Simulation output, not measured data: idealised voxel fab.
process module | voxel transistor to metal
cross-section cut | 150 nm wide | cells 5 nm
A cross-section is a grid of square cells, given in bands from the top down. A band is one or more rows of cells.
Each band's line starts with the height of the band's top and of its bottom, in nm. Then come its materials from left to right, each with its width in nm. One material with "throughout" fills the band from edge to edge. "air" is empty space.
Height 0 is the level under which the wafer as received is all one material. The lowest band goes on downwards, as in "0 down".
A width such as "30 to 40" changes by the same amount from each row of cells to the next, from the band's top row to its bottom row.
"no change" after a step means that no cell of the cross-section changed.
closed voids: empty space of 8 cells or more with no open way to the top, each as width x height at its distance from the left edge, in nm
after a step's settings: what the simulator itself notes on the step
overlay nm, on a step with a mask: how far to the right of its planned place the mask lay; to the left if negative
plan
1 op RECEIVE | material Si
2 op OXIDIZE | depth nm 5
3 op CONFORMAL_DEP | material SiN | thk nm 15
4 op PATTERN | tone cover | mask id ACTIVE | material resist | width nm 115 | thk nm 15 | overlay nm 0
5 op DIRECTIONAL_ETCH | etch materials SiN | depth nm 15
6 op DIRECTIONAL_ETCH | etch materials SiO2 | depth nm 5
7 op DIRECTIONAL_ETCH | etch materials Si | depth nm 35
8 op STRIP | etch materials resist
9 op FILL_DEP | material SiO2 | thk nm 15
10 op CMP | height nm 15
11 op SELECTIVE_ETCH | etch materials SiO2 | depth nm 5
12 op STRIP | etch materials SiN
13 op SELECTIVE_ETCH | etch materials SiO2 | depth nm 5
14 op OXIDIZE | depth nm 5
15 op DIRECTIONAL_DEP | material polySi | thk nm 30
16 op DIRECTIONAL_DEP | material SiCN | thk nm 15
17 op DIRECTIONAL_DEP | material aC | thk nm 15
18 op PATTERN | tone cover | mask id GATE | material resist | width nm 35 | thk nm 35 | overlay nm 0
19 op DIRECTIONAL_ETCH | etch materials aC | depth nm 15
20 op STRIP | etch materials resist
21 op DIRECTIONAL_ETCH | etch materials SiCN | depth nm 25
22 op DIRECTIONAL_ETCH | etch materials polySi | depth nm 40
23 op STRIP | etch materials aC
24 op CONFORMAL_DEP | material SiO2 | thk nm 5
25 op DIRECTIONAL_ETCH | etch materials SiO2 | depth nm 5
26 op CONFORMAL_DEP | material SiN | thk nm 5
27 op DIRECTIONAL_ETCH | etch materials SiN | depth nm 5
28 op DIRECTIONAL_ETCH | etch materials SiO2 | depth nm 5
29 op DIRECTIONAL_ETCH | etch materials Si | depth nm 5
30 op EPI | material nSi | thk nm 5
31 op FILL_DEP | material SiO2 | thk nm 5
32 op CMP | height nm 25
33 op STRIP | etch materials polySi
34 op SELECTIVE_ETCH | etch materials SiO2 | depth nm 5
35 op CONFORMAL_DEP | material HfO2 | thk nm 5
36 op CONFORMAL_DEP | material TiN | thk nm 5
37 op FILL_DEP | material W | thk nm 5
38 op CMP | height nm 20
39 op DIRECTIONAL_DEP | material SiO2 | thk nm 10
40 op MASKED_ETCH | tone open | mask id CONTACT | width nm 15 | pitch nm 90 | etch materials SiO2 | depth nm 40 | overlay nm 0
41 op CONFORMAL_DEP | material TiN | thk nm 5
42 op FILL_DEP | material W | thk nm 10
43 op CMP | height nm 30
44 op CONFORMAL_DEP | material SiCN | thk nm 5
45 op DIRECTIONAL_DEP | material lowk | thk nm 15
46 op PATTERN | tone open | mask id METAL_1 | material resist | width nm 15 | pitch nm 90 | thk nm 15 | overlay nm 0
47 op DIRECTIONAL_ETCH | etch materials lowk | depth nm 15
48 op DIRECTIONAL_ETCH | etch materials SiCN | depth nm 5
49 op STRIP | etch materials resist
50 op CONFORMAL_DEP | material TiN | thk nm 5
51 op FILL_DEP | material W | thk nm 5
52 op CMP | height nm 50
53 op EPI | material Ru | thk nm 5
54 op FILL_DEP | material SiCN | thk nm 5
55 op DIRECTIONAL_DEP | material SiO2 | thk nm 30
56 op DIRECTIONAL_DEP | material aC | thk nm 15
57 op PATTERN | tone open | mask id METAL_2 | material resist | width nm 15 | pitch nm 90 | thk nm 35 | overlay nm 0
58 op DIRECTIONAL_ETCH | etch materials aC | depth nm 15
59 op STRIP | etch materials resist
60 op DIRECTIONAL_ETCH | etch materials SiO2 | depth nm 15
61 op STRIP | etch materials aC
62 op MASKED_ETCH | tone open | mask id METAL_2_HOLES | width nm 15 | pitch nm 90 | etch materials SiO2 | depth nm 15 | overlay nm 0
63 op MASKED_ETCH | tone open | mask id METAL_2_HOLES | width nm 15 | pitch nm 90 | etch materials SiCN | depth nm 5 | overlay nm 0
64 op CONFORMAL_DEP | material TiN | thk nm 5
65 op FILL_DEP | material Cu | thk nm 10
66 op CMP | height nm 90
67 op CONFORMAL_DEP | material SiCN | thk nm 5
varied across the wafers: width nm of step 40. The plan shows the first wafer's value. All wafers start alike
first wafer as received, after step 1
  0 down: Si throughout
  closed voids: none
first wafer at the end, after step 67
  95 to 90: SiCN throughout
  90 to 60: SiO2 20 | TiN 5 | Cu 5 | TiN 5 | SiO2 75 | TiN 5 | Cu 5 | TiN 5 | SiO2 25
  60 to 55: SiCN 20 | TiN 15 | SiCN 75 | TiN 15 | SiCN 25
  55 to 50: SiCN 15 | Ru 25 | SiCN 65 | Ru 25 | SiCN 20
  50 to 35: lowk 20 | TiN 5 | W 5 | TiN 5 | lowk 75 | TiN 5 | W 5 | TiN 5 | lowk 25
  35 to 30: SiCN 20 | TiN 15 | SiCN 75 | TiN 15 | SiCN 25
  30 to 20: SiO2 20 | TiN 5 | W 5 | TiN 5 | SiO2 75 | TiN 5 | W 5 | TiN 5 | SiO2 25
  20 to 5: SiO2 20 | TiN 5 | W 5 | TiN 5 | SiO2 10 | SiN 5 | HfO2 5 | TiN 5 | W 25 | TiN 5 | HfO2 5 | SiN 5 | SiO2 10 | TiN 5 | W 5 | TiN 5 | SiO2 25
  5 to 0: SiO2 15 | SiN 5 | TiN 5 | W 5 | TiN 5 | SiO2 10 | SiN 5 | HfO2 5 | TiN 5 | W 25 | TiN 5 | HfO2 5 | SiN 5 | SiO2 10 | TiN 5 | W 5 | TiN 5 | SiN 5 | SiO2 20
  0 to -5: SiO2 15 | SiN 5 | TiN 15 | SiO2 10 | SiN 5 | HfO2 5 | TiN 35 | HfO2 5 | SiN 5 | SiO2 10 | TiN 15 | SiN 5 | SiO2 20
  -5 to -10: SiO2 20 | nSi 5 | TiN 10 | SiO2 5 | nSi 5 | SiO2 5 | HfO2 45 | SiO2 5 | nSi 5 | SiO2 5 | TiN 10 | nSi 5 | SiO2 25
  -10 to -15: SiO2 15 | Si 5 | nSi 25 | Si 55 | nSi 25 | Si 5 | SiO2 20
  -15 to -40: SiO2 15 | Si 115 | SiO2 20
  -40 down: Si throughout
  closed voids: none
last wafer at the end
  95 to 90: SiCN throughout
  90 to 60: SiO2 20 | TiN 5 | Cu 5 | TiN 5 | SiO2 75 | TiN 5 | Cu 5 | TiN 5 | SiO2 25
  60 to 55: SiCN 20 | TiN 15 | SiCN 75 | TiN 15 | SiCN 25
  55 to 50: SiCN 15 | Ru 25 | SiCN 65 | Ru 25 | SiCN 20
  50 to 35: lowk 20 | TiN 5 | W 5 | TiN 5 | lowk 75 | TiN 5 | W 5 | TiN 5 | lowk 25
  35 to 30: SiCN 20 | TiN 15 | SiCN 75 | TiN 15 | SiCN 25
  30 to 20: SiO2 15 | TiN 5 | W 20 | TiN 5 | SiO2 60 | TiN 5 | W 20 | TiN 5 | SiO2 15
  20 to 10: SiO2 15 | TiN 5 | W 20 | TiN 5 | SiN 5 | HfO2 5 | TiN 5 | W 25 | TiN 5 | HfO2 5 | SiN 5 | SiO2 5 | TiN 5 | W 20 | TiN 5 | SiO2 15
  10 to 5: SiO2 15 | TiN 10 | W 15 | TiN 5 | SiN 5 | HfO2 5 | TiN 5 | W 25 | TiN 5 | HfO2 5 | SiN 5 | SiO2 5 | TiN 5 | W 10 | TiN 15 | SiO2 15
  5 to 0: SiO2 15 | SiN 5 | TiN 5 | W 15 | TiN 5 | SiN 5 | HfO2 5 | TiN 5 | W 25 | TiN 5 | HfO2 5 | SiN 5 | SiO2 5 | TiN 5 | W 10 | TiN 5 | SiN 5 | TiN 5 | SiO2 15
  0 to -5: SiO2 15 | SiN 5 | TiN 10 | W 5 | TiN 10 | SiN 5 | HfO2 5 | TiN 35 | HfO2 5 | SiN 5 | SiO2 5 | TiN 5 | W 5 | TiN 10 | SiN 5 | TiN 5 | SiO2 15
  -5 to -10: SiO2 20 | nSi 5 | TiN 15 | nSi 5 | SiO2 5 | HfO2 45 | SiO2 5 | nSi 5 | TiN 15 | nSi 5 | SiO2 5 | TiN 5 | SiO2 15
  -10 to -15: SiO2 15 | Si 5 | nSi 25 | Si 55 | nSi 25 | Si 5 | SiO2 20
  -15 to -40: SiO2 15 | Si 115 | SiO2 20
  -40 down: Si throughout
  closed voids: none
each wafer at the end: cells of each material gained (+) or lost (-) since it was received, then its closed voids
width nm 15 | +12 Cu | +19 HfO2 | +10 Ru | -112 Si | +98 SiCN | +14 SiN | +308 SiO2 | +97 TiN | +38 W | +72 lowk | +14 nSi | closed voids: none
width nm 20 | +12 Cu | +19 HfO2 | +10 Ru | -112 Si | +98 SiCN | +14 SiN | +295 SiO2 | +99 TiN | +49 W | +72 lowk | +14 nSi | closed voids: none
width nm 25 | +12 Cu | +19 HfO2 | +10 Ru | -112 Si | +98 SiCN | +14 SiN | +282 SiO2 | +101 TiN | +60 W | +72 lowk | +14 nSi | closed voids: none
width nm 30 | +12 Cu | +19 HfO2 | +10 Ru | -112 Si | +98 SiCN | +14 SiN | +267 SiO2 | +106 TiN | +70 W | +72 lowk | +14 nSi | closed voids: none
